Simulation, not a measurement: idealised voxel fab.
This is a process module. Its name is voxel gate over fins.
The figure presents cross-section cut, which has a width of 185 nm and is divided into square cells with an edge length of 5 nm.
If you're reading a cross-section in this doc, picture square cells in a grid; it comes to you as bands, top ones listed first down to the bottom, and a band can be one or more rows of cells. Heads up on the band format: heights come first, top then bottom, in nm. After that it's the materials left to right, each with its width in nm. A single material flagged "throughout" fills the whole band edge to edge, and "air" means there's empty space there. The level at which height equals 0 is the one under which the wafer, as it arrives, is entirely one material. No lower edge exists for the bottom band, which continues downward and is notated as in "from 0 down". When a width is written as two numbers, as in "30..40", the first number is the width in the top row of cells of the band and the second is the width in its bottom row, and the width changes by the same amount from each row to the next. Step note "stayed the same" = no cross-section cell changed. Heads up: "Closed void entries" only lists the empty pockets with no open path to the top that are 8 cells or more, and it writes them as width x height at distance, distance from the left edge, in nm. What comes after the settings on a step's line is commentary from the simulator itself on that step. The "overlay nm" setting may appear on a step's line; for a step that uses a mask, it gives how far to the right of its planned position the mask lay, and a negative value indicates the left.
**The planned process steps are enumerated hereunder**
1,RECEIVE: material Si
2,CONFORMAL_DEP: material SiN, thk nm 5
3,DIRECTIONAL_DEP: material aC, thk nm 15
4,PATTERN: tone cover, mask id FINS, material resist, width nm 15, pitch nm 45, thk nm 35, overlay nm 0
5,DIRECTIONAL_ETCH: etch materials aC, depth nm 15
6,STRIP: etch materials resist
7,DIRECTIONAL_ETCH: etch materials SiN, depth nm 5
8,DIRECTIONAL_ETCH: etch materials Si, depth nm 30
9,STRIP: etch materials aC
10,OXIDIZE: depth nm 5
11,FILL_DEP: material SiO2, thk nm 5
12,CMP: height nm 5
13,SELECTIVE_ETCH: etch materials SiO2, depth nm 20
14,STRIP: etch materials SiN
15,CONFORMAL_DEP: material HfO2, thk nm 5
16,CONFORMAL_DEP: material TiN, thk nm 5
17,FILL_DEP: material W, thk nm 15
18,CMP: height nm 20
19,CONFORMAL_DEP: material SiCN, thk nm 5
**Cross-section of the wafer upon arrival, representing the state reached after step 1**
from 0 down = Si throughout
Closed void entries: none
**Cross-section, first of two wafers, end of module, run as planned**
from 25 to 20 = SiCN throughout
from 20 to 10 = W throughout
from 10 to 5 = W 35 nm, then TiN 25 nm, then W 20 nm, then TiN 25 nm, then W 20 nm, then TiN 25 nm, then W 35 nm
from 5 to 0 = W 35 nm, then TiN 5 nm, then HfO2 15 nm, then TiN 5 nm, then W 20 nm, then TiN 5 nm, then HfO2 15 nm, then TiN 5 nm, then W 20 nm, then TiN 5 nm, then HfO2 15 nm, then TiN 5 nm, then W 35 nm
from 0 to -5 = W 35 nm, then TiN 5 nm, then HfO2 5 nm, then Si 5 nm, then HfO2 5 nm, then TiN 5 nm, then W 20 nm, then TiN 5 nm, then HfO2 5 nm, then Si 5 nm, then HfO2 5 nm, then TiN 5 nm, then W 20 nm, then TiN 5 nm, then HfO2 5 nm, then Si 5 nm, then HfO2 5 nm, then TiN 5 nm, then W 35 nm
from -5 to -10 = TiN 40 nm, then HfO2 5 nm, then Si 5 nm, then HfO2 5 nm, then TiN 30 nm, then HfO2 5 nm, then Si 5 nm, then HfO2 5 nm, then TiN 30 nm, then HfO2 5 nm, then Si 5 nm, then HfO2 5 nm, then TiN 40 nm
from -10 to -15 = HfO2 45 nm, then Si 5 nm, then HfO2 40 nm, then Si 5 nm, then HfO2 40 nm, then Si 5 nm, then HfO2 45 nm
from -15 to -35 = SiO2 45 nm, then Si 5 nm, then SiO2 40 nm, then Si 5 nm, then SiO2 40 nm, then Si 5 nm, then SiO2 45 nm
from -35 down = Si throughout
Closed void entries: none
**This cross-section belongs to the second wafer of two at the end of the module; the start and the plan were shared with the first, and the run included one mistake**
from 25 to 20 = SiCN throughout
from 20 to 10 = W throughout
from 10 to 5 = TiN 45 nm, then W 5 nm, then TiN 40 nm, then W 5 nm, then TiN 40 nm, then W 5 nm, then TiN 45 nm
from 5 to 0 = HfO2 40 nm, then TiN 5 nm, then W 5 nm, then TiN 5 nm, then HfO2 30 nm, then TiN 5 nm, then W 5 nm, then TiN 5 nm, then HfO2 30 nm, then TiN 5 nm, then W 5 nm, then TiN 5 nm, then HfO2 40 nm
from 0 to -5 = Si 35 nm, then HfO2 5 nm, then TiN 5 nm, then W 5 nm, then TiN 5 nm, then HfO2 5 nm, then Si 20 nm, then HfO2 5 nm, then TiN 5 nm, then W 5 nm, then TiN 5 nm, then HfO2 5 nm, then Si 20 nm, then HfO2 5 nm, then TiN 5 nm, then W 5 nm, then TiN 5 nm, then HfO2 5 nm, then Si 35 nm
from -5 to -10 = Si 35 nm, then HfO2 5 nm, then TiN 15 nm, then HfO2 5 nm, then Si 20 nm, then HfO2 5 nm, then TiN 15 nm, then HfO2 5 nm, then Si 20 nm, then HfO2 5 nm, then TiN 15 nm, then HfO2 5 nm, then Si 35 nm
from -10 to -15 = Si 35 nm, then HfO2 25 nm, then Si 20 nm, then HfO2 25 nm, then Si 20 nm, then HfO2 25 nm, then Si 35 nm
from -15 to -35 = Si 35 nm, then SiO2 25 nm, then Si 20 nm, then SiO2 25 nm, then Si 20 nm, then SiO2 25 nm, then Si 35 nm
from -35 down = Si throughout
Closed void entries: none
What went wrong in running the wafer? step 4 was run on a setting that differed from the plan, and what really ran there is PATTERN: tone open, mask id FINS, material resist, width nm 15, pitch nm 45, thk nm 35, overlay nm 0
Per the end-of-run cell counts, the second wafer holds more or fewer of some materials than the first: Si +133 | SiO2 -76 | W -57
